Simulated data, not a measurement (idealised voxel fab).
The document below concerns the process module designated voxel lift off.
The cross-section shown here is cut; it is 175 nm wide and divided into square cells measuring 5 nm on a side.
We lay out every cross-section as a grid of square cells and spell it out in bands from the top down, where one band means one or more rows of cells.
Within each band entry, the heights of the top and of the bottom of the band appear first, in that order and in nm; the materials of the band then follow from left to right, each with its corresponding width in nm. The designation "throughout" on a single material indicates that it fills the band from edge to edge; the designation "blank" indicates empty space.
A quick word on heights: they are counted from 0, and under that level the wafer as it came to us is one material throughout. The lowest band is different from the rest in having no bottom; it simply continues downward, written as in "0 down".
A width given as "30..40" starts at the first number in the band's top row and ends at the second number in its bottom row, shifting by an equal amount at every step from row to row.
The designation "remained the same", where it is given for a processing step, indicates that no cell of the cross-section was altered in the course of that step.
Voids not open to the top, 8 cells minimum: see "Closed void table". Written width x height at distance; distance is from the left edge; nm.
What comes after the settings on a step's line is commentary from the simulator itself on that step.
The setting "overlay nm" may be written on the line of a step. When the step uses a mask, the value reports how far to the right of the planned place the mask lay, and a negative value reports that it lay to the left.
# Process steps foreseen in the plan
1: RECEIVE | material Si
2: CONFORMAL_DEP | material SiN | thk nm 10
3: PATTERN | tone open | mask id LINES | material resist | width nm 15 | pitch nm 45 | thk nm 20 | overlay nm 0
4: DIRECTIONAL_DEP | material Ru | thk nm 10
5: STRIP | etch materials resist
6: CONFORMAL_DEP | material SiN | thk nm 5
# First wafer, two in total, run as planned
# Cross-section of the wafer as it came to us, i.e., already through step 1
  0 down | Si throughout
  Closed void table: none
# So this is the wafer cross-section right after step 2
  10 to 0 | SiN throughout
  Below 0, the layers are the same as they were.
# So this is the wafer cross-section right after step 3
  30 to 10 | 35 of resist | 15 of blank | 30 of resist | 15 of blank | 30 of resist | 15 of blank | 35 of resist
  Below 10, the layers are the same as they were.
# So this is the wafer cross-section right after step 4
  40 to 30 | 35 of Ru | 15 of blank | 30 of Ru | 15 of blank | 30 of Ru | 15 of blank | 35 of Ru
  30 to 20 | 35 of resist | 15 of blank | 30 of resist | 15 of blank | 30 of resist | 15 of blank | 35 of resist
  20 to 10 | 35 of resist | 15 of Ru | 30 of resist | 15 of Ru | 30 of resist | 15 of Ru | 35 of resist
  Below 10, the layers are the same as they were.
# So this is the wafer cross-section right after step 5
  20 to 10 | 35 of blank | 15 of Ru | 30 of blank | 15 of Ru | 30 of blank | 15 of Ru | 35 of blank
  Below 10, the layers are the same as they were.
# So this is the wafer cross-section right after step 6
  25 to 20 | 30 of blank | 25 of SiN | 20 of blank | 25 of SiN | 20 of blank | 25 of SiN | 30 of blank
  20 to 15 | 30 of blank | 5 of SiN | 15 of Ru | 5 of SiN | 20 of blank | 5 of SiN | 15 of Ru | 5 of SiN | 20 of blank | 5 of SiN | 15 of Ru | 5 of SiN | 30 of blank
  15 to 10 | 35 of SiN | 15 of Ru | 30 of SiN | 15 of Ru | 30 of SiN | 15 of Ru | 35 of SiN
  Below 10, the layers are the same as they were.
# The Second Wafer: Common Origin and Plan, One Mistake in Execution, Identical to the First Through Step 2
# The second wafer cut through, at the time step 3 was supposed to be finished
  30 to 10 | 35 of blank | 15 of resist | 30 of blank | 15 of resist | 30 of blank | 15 of resist | 35 of blank
  Below 10, the layers are the same as they were.
# The second wafer cut through, at the time step 4 was supposed to be finished
  40 to 30 | 35 of blank | 15 of Ru | 30 of blank | 15 of Ru | 30 of blank | 15 of Ru | 35 of blank
  30 to 20 | 35 of blank | 15 of resist | 30 of blank | 15 of resist | 30 of blank | 15 of resist | 35 of blank
  20 to 10 | 35 of Ru | 15 of resist | 30 of Ru | 15 of resist | 30 of Ru | 15 of resist | 35 of Ru
  Below 10, the layers are the same as they were.
# The second wafer cut through, at the time step 5 was supposed to be finished
  20 to 10 | 35 of Ru | 15 of blank | 30 of Ru | 15 of blank | 30 of Ru | 15 of blank | 35 of Ru
  Below 10, the layers are the same as they were.
# The second wafer cut through, at the time step 6 was supposed to be finished
  25 to 20 | 40 of SiN | 5 of blank | 40 of SiN | 5 of blank | 40 of SiN | 5 of blank | 40 of SiN
  20 to 15 | 35 of Ru | 5 of SiN | 5 of blank | 5 of SiN | 30 of Ru | 5 of SiN | 5 of blank | 5 of SiN | 30 of Ru | 5 of SiN | 5 of blank | 5 of SiN | 35 of Ru
  15 to 10 | 35 of Ru | 15 of SiN | 30 of Ru | 15 of SiN | 30 of Ru | 15 of SiN | 35 of Ru
  Below 10, the layers are the same as they were.
Which mistake was made when the wafer was run? rather than as planned, step 3 actually ran as PATTERN | tone cover | mask id LINES | material resist | width nm 15 | pitch nm 45 | thk nm 20 | overlay nm 0
Count the cells at the end and the second wafer has more or fewer of some materials than the first: Ru: 34 more
